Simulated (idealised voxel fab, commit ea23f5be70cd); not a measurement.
process module | voxel self aligned vias
cross-section cut | 200 nm wide | cells 5 nm
A cross-section is a grid of square cells, given in bands from the top down. A band is one or more rows of cells.
Each band's line starts with the height of the band's top and of its bottom, in nm. Then come its materials from left to right, each with its width in nm. One material with "throughout" fills the band from edge to edge. "air" is empty space.
Height 0 is the level under which the wafer as received is all one material. The lowest band goes on downwards, as in "0 down".
A width such as "30 to 40" changes by the same amount from each row of cells to the next, from the band's top row to its bottom row.
"no change" after a step means that no cell of the cross-section changed.
closed voids: empty space of 8 cells or more with no open way to the top, each as width x height at its distance from the left edge, in nm
after a step's settings: what the simulator itself notes on the step
overlay nm, on a step with a mask: how far to the right of its planned place the mask lay; to the left if negative
plan
1 op RECEIVE | material Si
2 op CONFORMAL_DEP | material SiO2 | thk nm 10
3 op CONFORMAL_DEP | material SiCN | thk nm 5
4 op DIRECTIONAL_DEP | material SiO2 | thk nm 20
5 op MASKED_ETCH | tone open | mask id LINES | width nm 30 | pitch nm 75 | etch materials SiO2 | depth nm 20 | overlay nm 0
6 op CONFORMAL_DEP | material TiN | thk nm 5
7 op FILL_DEP | material Ru | thk nm 5
8 op CMP | height nm 35
9 op SELECTIVE_ETCH | etch materials W Ru TiN | depth nm 5
10 op FILL_DEP | material SiN | thk nm 5
11 op CMP | height nm 35
12 op DIRECTIONAL_DEP | material SiO2 | thk nm 20
13 op MASKED_ETCH | tone open | mask id VIAS | width nm 50 | pitch nm 75 | etch materials SiO2 | depth nm 20 | overlay nm 0
14 op MASKED_ETCH | tone open | mask id VIAS | width nm 50 | pitch nm 75 | etch materials SiN | depth nm 5 | overlay nm 0
15 op CONFORMAL_DEP | material TiN | thk nm 5
16 op FILL_DEP | material W | thk nm 5
17 op CMP | height nm 55
18 op CONFORMAL_DEP | material SiN | thk nm 5
as received, after step 1
  0 down: Si throughout
  closed voids: none
a wafer at the end: this start, this plan, one mistake
  60 to 55: SiN throughout
  55 to 35: SiO2 35 | TiN 5 | W 40 | TiN 5 | SiO2 25 | TiN 5 | W 40 | TiN 5 | SiO2 40
  35 to 30: SiN 35 | TiN 50 | SiN 25 | TiN 50 | SiN 40
  30 to 15: SiO2 45 | TiN 5 | Ru 20 | TiN 5 | SiO2 45 | TiN 5 | Ru 20 | TiN 5 | SiO2 50
  15 to 10: SiO2 45 | TiN 30 | SiO2 45 | TiN 30 | SiO2 50
  10 to 0: SiO2 throughout
  0 down: Si throughout
  closed voids: none
what went wrong: step 3 was left out
